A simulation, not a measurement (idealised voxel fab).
Process module, titled voxel trench capacitor
For reference, the cross-section in this document is cut, with width 145 nm and square cells of 5 nm.
Square cells in a grid make up a cross-section in this document, and the grid is given as bands, listed from the top down, each one or more rows of cells. First you get the band's top height and its bottom height, in nm, and then the materials it's made of, left to right, with each width in nm. If you see a single material with "full width", that one covers the band edge to edge. "blank" is empty space. Basically, 0 is our baseline, since under it the wafer straight out of the box is all one material. The bottom band has no lower end and keeps on going down, so it looks like "0 and below". The two numbers in a width such as "30 to 40" mark its ends across the band: the first belongs to the top row of cells, the second to the bottom row, and from each row to the next the width moves by the same amount. Step note "no modification" = no cross-section cell changed. "Closed void roster" contains a list of empty spaces, each no smaller than 8 cells and without an open way to the top, written in the form width x height at distance with the distance from the left edge and all three in nm. Step line, after settings: the simulator's comment on this step. When a step includes a mask, the "overlay nm" setting on its line states how far to the right of its planned place that mask lay, and negative values state how far to the left.
Steps planned for the process
1: RECEIVE, material Si
2: CONFORMAL_DEP, material SiN, thk nm 10
3: MASKED_ETCH, tone open, mask id TRENCH, width nm 30, pitch nm 45, etch materials SiN, depth nm 10, overlay nm 0
4: MASKED_ETCH, tone open, mask id TRENCH, width nm 30, pitch nm 45, etch materials Si, depth nm 40, overlay nm 0
5: CONFORMAL_DEP, material HfO2, thk nm 5
6: CONFORMAL_DEP, material TiN, thk nm 5
7: FILL_DEP, material W, thk nm 10
8: CMP, height nm 10
Cross-section of the incoming wafer, state after step 1
- 0 and below = Si full width
- Closed void roster: none
One mistake in running the module, otherwise start and plan as above: cross-section at the end
- 10 down to 0 = 35 nm SiN  5 nm HfO2  5 nm TiN  10 nm W  5 nm TiN  5 nm HfO2  15 nm SiN  5 nm HfO2  5 nm TiN  10 nm W  5 nm TiN  5 nm HfO2  35 nm SiN
- 0 down to -40 = 35 nm Si  5 nm HfO2  5 nm TiN  10 nm W  5 nm TiN  5 nm HfO2  15 nm Si  5 nm HfO2  5 nm TiN  10 nm W  5 nm TiN  5 nm HfO2  35 nm Si
- -40 down to -45 = 35 nm Si  5 nm HfO2  20 nm TiN  5 nm HfO2  15 nm Si  5 nm HfO2  20 nm TiN  5 nm HfO2  35 nm Si
- -45 down to -50 = 35 nm Si  30 nm HfO2  15 nm Si  30 nm HfO2  35 nm Si
- -50 and below = Si full width
- Closed void roster: none
Nonconformance to the process plan: for step 4, the planned setting was not used; the step was instead run as MASKED_ETCH, tone open, mask id TRENCH, width nm 30, pitch nm 45, etch materials Si, depth nm 50, overlay nm 0
